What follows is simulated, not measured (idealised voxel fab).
process module | voxel gate over fins
cross-section cut | 255 nm wide | cells 5 nm
A cross-section is a grid of square cells, given in bands from the top down. A band is one or more rows of cells.
Each band's line starts with the height of the band's top and of its bottom, in nm. Then come its materials from left to right, each with its width in nm. One material with "throughout" fills the band from edge to edge. "air" is empty space.
Height 0 is the level under which the wafer as received is all one material. The lowest band goes on downwards, as in "0 down".
A width such as "30 to 40" changes by the same amount from each row of cells to the next, from the band's top row to its bottom row.
"no change" after a step means that no cell of the cross-section changed.
closed voids: empty space of 8 cells or more with no open way to the top, each as width x height at its distance from the left edge, in nm
after a step's settings: what the simulator itself notes on the step
overlay nm, on a step with a mask: how far to the right of its planned place the mask lay; to the left if negative
plan
1 op RECEIVE | material Si
2 op CONFORMAL_DEP | material SiN | thk nm 5
3 op MASKED_ETCH | tone cover | mask id FINS | width nm 15 | pitch nm 50 | etch materials SiN | depth nm 5 | overlay nm 0
4 op MASKED_ETCH | tone cover | mask id FINS | width nm 15 | pitch nm 50 | etch materials Si | depth nm 30 | overlay nm 0
5 op FILL_DEP | material SiO2 | thk nm 10
6 op CMP | height nm 5
7 op MASKED_ETCH | tone open | mask id RAIL | width nm 15 | etch materials SiO2 | depth nm 30 | overlay nm 0
8 op CONFORMAL_DEP | material TiN | thk nm 5
9 op FILL_DEP | material Ru | thk nm 5
10 op CMP | height nm 5
11 op SELECTIVE_ETCH | etch materials W Ru TiN | depth nm 20
12 op FILL_DEP | material SiO2 | thk nm 5
13 op CMP | height nm 5
14 op SELECTIVE_ETCH | etch materials SiO2 | depth nm 15
15 op STRIP | etch materials SiN
16 op CONFORMAL_DEP | material HfO2 | thk nm 5
17 op CONFORMAL_DEP | material TiN | thk nm 5
18 op CONFORMAL_DEP | material TiAl | thk nm 5
19 op CONFORMAL_DEP | material TiN | thk nm 5
20 op FILL_DEP | material W | thk nm 10
21 op CMP | height nm 25
22 op CONFORMAL_DEP | material SiCN | thk nm 5
first wafer, as planned
as received, after step 1
  0 down: Si throughout
  closed voids: none
after step 2
  5 to 0: SiN throughout
  below 0: unchanged
after step 3
  5 to 0: air 70 | SiN 15 | air 35 | SiN 15 | air 35 | SiN 15 | air 70
  below 0: unchanged
after step 4
  5 to 0: air 70 | SiN 15 | air 35 | SiN 15 | air 35 | SiN 15 | air 70
  0 to -30: air 70 | Si 15 | air 35 | Si 15 | air 35 | Si 15 | air 70
  below -30: unchanged
after step 5
  15 to 5: SiO2 throughout
  5 to 0: SiO2 70 | SiN 15 | SiO2 35 | SiN 15 | SiO2 35 | SiN 15 | SiO2 70
  0 to -30: SiO2 70 | Si 15 | SiO2 35 | Si 15 | SiO2 35 | Si 15 | SiO2 70
  below -30: unchanged
after step 6
  5 to 0: SiO2 70 | SiN 15 | SiO2 35 | SiN 15 | SiO2 35 | SiN 15 | SiO2 70
  below 0: unchanged
after step 7
  5 to 0: SiO2 70 | SiN 15 | SiO2 10 | air 15 | SiO2 10 | SiN 15 | SiO2 35 | SiN 15 | SiO2 70
  0 to -25: SiO2 70 | Si 15 | SiO2 10 | air 15 | SiO2 10 | Si 15 | SiO2 35 | Si 15 | SiO2 70
  below -25: unchanged
after step 8
  10 to 5: TiN 100 | air 5 | TiN 150
  5 to 0: SiO2 70 | SiN 15 | SiO2 10 | TiN 5 | air 5 | TiN 5 | SiO2 10 | SiN 15 | SiO2 35 | SiN 15 | SiO2 70
  0 to -20: SiO2 70 | Si 15 | SiO2 10 | TiN 5 | air 5 | TiN 5 | SiO2 10 | Si 15 | SiO2 35 | Si 15 | SiO2 70
  -20 to -25: SiO2 70 | Si 15 | SiO2 10 | TiN 15 | SiO2 10 | Si 15 | SiO2 35 | Si 15 | SiO2 70
  below -25: unchanged
after step 9
  15 to 10: Ru throughout
  10 to 5: TiN 100 | Ru 5 | TiN 150
  5 to 0: SiO2 70 | SiN 15 | SiO2 10 | TiN 5 | Ru 5 | TiN 5 | SiO2 10 | SiN 15 | SiO2 35 | SiN 15 | SiO2 70
  0 to -20: SiO2 70 | Si 15 | SiO2 10 | TiN 5 | Ru 5 | TiN 5 | SiO2 10 | Si 15 | SiO2 35 | Si 15 | SiO2 70
  below -20: unchanged
after step 10
  5 to 0: SiO2 70 | SiN 15 | SiO2 10 | TiN 5 | Ru 5 | TiN 5 | SiO2 10 | SiN 15 | SiO2 35 | SiN 15 | SiO2 70
  below 0: unchanged
after step 11
  5 to 0: SiO2 70 | SiN 15 | SiO2 10 | air 15 | SiO2 10 | SiN 15 | SiO2 35 | SiN 15 | SiO2 70
  0 to -15: SiO2 70 | Si 15 | SiO2 10 | air 15 | SiO2 10 | Si 15 | SiO2 35 | Si 15 | SiO2 70
  below -15: unchanged
after step 12
  10 to 5: SiO2 throughout
  5 to 0: SiO2 70 | SiN 15 | SiO2 35 | SiN 15 | SiO2 35 | SiN 15 | SiO2 70
  0 to -15: SiO2 70 | Si 15 | SiO2 35 | Si 15 | SiO2 35 | Si 15 | SiO2 70
  below -15: unchanged
after step 13
  5 to 0: SiO2 70 | SiN 15 | SiO2 35 | SiN 15 | SiO2 35 | SiN 15 | SiO2 70
  below 0: unchanged
after step 14
  5 to 0: air 70 | SiN 15 | air 35 | SiN 15 | air 35 | SiN 15 | air 70
  0 to -10: air 70 | Si 15 | air 35 | Si 15 | air 35 | Si 15 | air 70
  below -10: unchanged
after step 15
  0 to -10: air 70 | Si 15 | air 35 | Si 15 | air 35 | Si 15 | air 70
  below -10: unchanged
after step 16
  5 to 0: air 65 | HfO2 25 | air 25 | HfO2 25 | air 25 | HfO2 25 | air 65
  0 to -5: air 65 | HfO2 5 | Si 15 | HfO2 5 | air 25 | HfO2 5 | Si 15 | HfO2 5 | air 25 | HfO2 5 | Si 15 | HfO2 5 | air 65
  -5 to -10: HfO2 70 | Si 15 | HfO2 35 | Si 15 | HfO2 35 | Si 15 | HfO2 70
  below -10: unchanged
after step 17
  10 to 5: air 60 | TiN 35 | air 15 | TiN 35 | air 15 | TiN 35 | air 60
  5 to 0: air 60 | TiN 5 | HfO2 25 | TiN 5 | air 15 | TiN 5 | HfO2 25 | TiN 5 | air 15 | TiN 5 | HfO2 25 | TiN 5 | air 60
  0 to -5: TiN 65 | HfO2 5 | Si 15 | HfO2 5 | TiN 25 | HfO2 5 | Si 15 | HfO2 5 | TiN 25 | HfO2 5 | Si 15 | HfO2 5 | TiN 65
  below -5: unchanged
after step 18
  15 to 10: air 55 | TiAl 45 | air 5 | TiAl 45 | air 5 | TiAl 45 | air 55
  10 to 5: air 55 | TiAl 5 | TiN 35 | TiAl 5 | air 5 | TiAl 5 | TiN 35 | TiAl 5 | air 5 | TiAl 5 | TiN 35 | TiAl 5 | air 55
  5 to 0: TiAl 60 | TiN 5 | HfO2 25 | TiN 5 | TiAl 15 | TiN 5 | HfO2 25 | TiN 5 | TiAl 15 | TiN 5 | HfO2 25 | TiN 5 | TiAl 60
  below 0: unchanged
after step 19
  20 to 15: air 50 | TiN 155 | air 50
  15 to 10: air 50 | TiN 5 | TiAl 45 | TiN 5 | TiAl 45 | TiN 5 | TiAl 45 | TiN 5 | air 50
  10 to 5: TiN 55 | TiAl 5 | TiN 35 | TiAl 5 | TiN 5 | TiAl 5 | TiN 35 | TiAl 5 | TiN 5 | TiAl 5 | TiN 35 | TiAl 5 | TiN 55
  below 5: unchanged
after step 20
  30 to 20: W throughout
  20 to 15: W 50 | TiN 155 | W 50
  15 to 10: W 50 | TiN 5 | TiAl 45 | TiN 5 | TiAl 45 | TiN 5 | TiAl 45 | TiN 5 | W 50
  below 10: unchanged
after step 21
  25 to 20: W throughout
  below 20: unchanged
after step 22
  30 to 25: SiCN throughout
  below 25: unchanged
second wafer: like start, like plan, one mistake. Through step 13 it matches the first wafer
when step 14 should have ended
  5 to 0: air 70 | SiN 15 | air 35 | SiN 15 | air 35 | SiN 15 | air 70
  below 0: unchanged
when step 15 should have ended
  0 to -15: SiO2 70 | Si 15 | SiO2 35 | Si 15 | SiO2 35 | Si 15 | SiO2 70
  below -15: unchanged
when step 16 should have ended
  5 to 0: HfO2 throughout
  below 0: unchanged
when step 17 should have ended
  10 to 5: TiN throughout
  below 5: unchanged
when step 18 should have ended
  15 to 10: TiAl throughout
  below 10: unchanged
when step 19 should have ended
  20 to 15: TiN throughout
  below 15: unchanged
when step 20 should have ended
  30 to 20: W throughout
  below 20: unchanged
when step 21 should have ended
  25 to 20: W throughout
  below 20: unchanged
when step 22 should have ended
  30 to 25: SiCN throughout
  below 25: unchanged
what went wrong: step 14 ran as: op SELECTIVE_ETCH | etch materials SiO2 | depth nm 5
at the end the second wafer has, in cells: 12 fewer of HfO2 | 84 more of SiO2 | 12 fewer of TiAl | 20 fewer of TiN | 40 fewer of W
